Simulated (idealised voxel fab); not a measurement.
Proc. module: voxel capacitor over wiring
Shown is cross-section cut, with a width of 235 nm and square cells of size 5 nm.
Cross-section format: a grid of square cells, given as bands from top to bottom; each band is one or more rows of cells. Top height, bottom height, nm. Materials left to right, width each, nm. Single material + "all across" = fills band edge to edge. "empty" = empty. Below 0: as-received wafer, all one material; heights counted from there. Lowest band: no bottom, goes on down, written "from 0 down". Quick explanation for "30 to 40": the width changes in equal steps down the rows of cells, from the first number in the band's top row to the second number in its bottom row. It should be understood that the words "no modifications", when stated for a given step, signify that the cross-section underwent no change in any of its cells during that step. "Sealed internal voids": empty spaces of 8 cells or more with no open way to the top, each given as width x height at distance, distance from the left edge, all in nm. Note: text after step settings on the step line = simulator remark on that step. overlay nm: where the mask lay relative to plan, measured to the right, on steps with a mask; negatives go left.
THE STEPS PLANNED FOR THE PROCESS ARE AS FOLLOWS
1) RECEIVE,material Si
2) CONFORMAL_DEP,material SiO2,thk nm 10
3) DIRECTIONAL_DEP,material TiN,thk nm 5
4) DIRECTIONAL_DEP,material Ru,thk nm 25
5) DIRECTIONAL_DEP,material aC,thk nm 10
6) PATTERN,tone cover,mask id METAL_1,material resist,width nm 30,pitch nm 80,thk nm 25,overlay nm 0
7) DIRECTIONAL_ETCH,etch materials aC,depth nm 10
8) STRIP,etch materials resist
9) DIRECTIONAL_ETCH,etch materials Ru,depth nm 25
10) DIRECTIONAL_ETCH,etch materials TiN,depth nm 5
11) STRIP,etch materials aC
12) CONFORMAL_DEP,material SiCN,thk nm 5
13) FILL_DEP,material lowk,thk nm 10
14) CMP,height nm 40
15) CONFORMAL_DEP,material SiCN,thk nm 5
16) DIRECTIONAL_DEP,material lowk,thk nm 10
17) MASKED_ETCH,tone open,mask id PLUG_1,width nm 15,etch materials lowk,depth nm 10,overlay nm 0
18) MASKED_ETCH,tone open,mask id PLUG_1,width nm 15,etch materials SiCN,depth nm 5,overlay nm 0
19) CONFORMAL_DEP,material TiN,thk nm 5
20) FILL_DEP,material Cu,thk nm 10
21) CMP,height nm 55
22) DIRECTIONAL_DEP,material TiN,thk nm 10
23) DIRECTIONAL_DEP,material Al2O3,thk nm 5
24) DIRECTIONAL_DEP,material TiN,thk nm 5
25) PATTERN,tone cover,mask id UPPER_PLATE,material resist,width nm 55,thk nm 15,overlay nm 0
26) DIRECTIONAL_ETCH,etch materials TiN,depth nm 5
27) DIRECTIONAL_ETCH,etch materials Al2O3,depth nm 5
28) STRIP,etch materials resist
29) MASKED_ETCH,tone cover,mask id LOWER_PLATE,width nm 65,etch materials TiN,depth nm 10,overlay nm 0
30) FILL_DEP,material SiO2,thk nm 15
31) CMP,height nm 85
32) PATTERN,tone open,mask id PLUG_2,material resist,width nm 15,thk nm 20,overlay nm 0
33) DIRECTIONAL_ETCH,etch materials SiO2,depth nm 10
34) STRIP,etch materials resist
35) CONFORMAL_DEP,material TiN,thk nm 5
36) FILL_DEP,material Cu,thk nm 10
37) CMP,height nm 85
38) CONFORMAL_DEP,material SiN,thk nm 5
INCOMING WAFER, CROSS-SECTIONAL VIEW, POST STEP 1
    from 0 down = Si all across
    Sealed internal voids: none
WHAT THE WAFER LOOKS LIKE IN CROSS-SECTION AFTER THIS MODULE, WHEN IT STARTS AS SHOWN ABOVE AND FOLLOWS THE PLAN ABOVE BUT ONE MISTAKE IS MADE IN RUNNING IT
    from 90 to 85 = SiN all across
    from 85 to 80 = SiO2 (85), TiN (5), Cu (5), TiN (5), SiO2 (135)
    from 80 to 70 = SiO2 (85 to 75), TiN (15 to 55), SiO2 (135 to 105)
    from 70 to 65 = SiO2 (75), Al2O3 (55), SiO2 (105)
    from 65 to 55 = SiO2 (70), TiN (65), SiO2 (100)
    from 55 to 45 = lowk (75), TiN (5), Cu (5), TiN (5), lowk (145)
    from 45 to 40 = SiCN (75), TiN (15), SiCN (145)
    from 40 to 15 = Ru (60), SiCN (5), lowk (20), SiCN (5), Ru (50), SiCN (5), lowk (20), SiCN (5), Ru (65)
    from 15 to 10 = TiN (60), SiCN (30), TiN (50), SiCN (30), TiN (65)
    from 10 to 0 = SiO2 all across
    from 0 down = Si all across
    Sealed internal voids: none
What was done differently from what was planned? step 6 was not run as planned; what actually ran was PATTERN,tone open,mask id METAL_1,material resist,width nm 30,pitch nm 80,thk nm 25,overlay nm 0
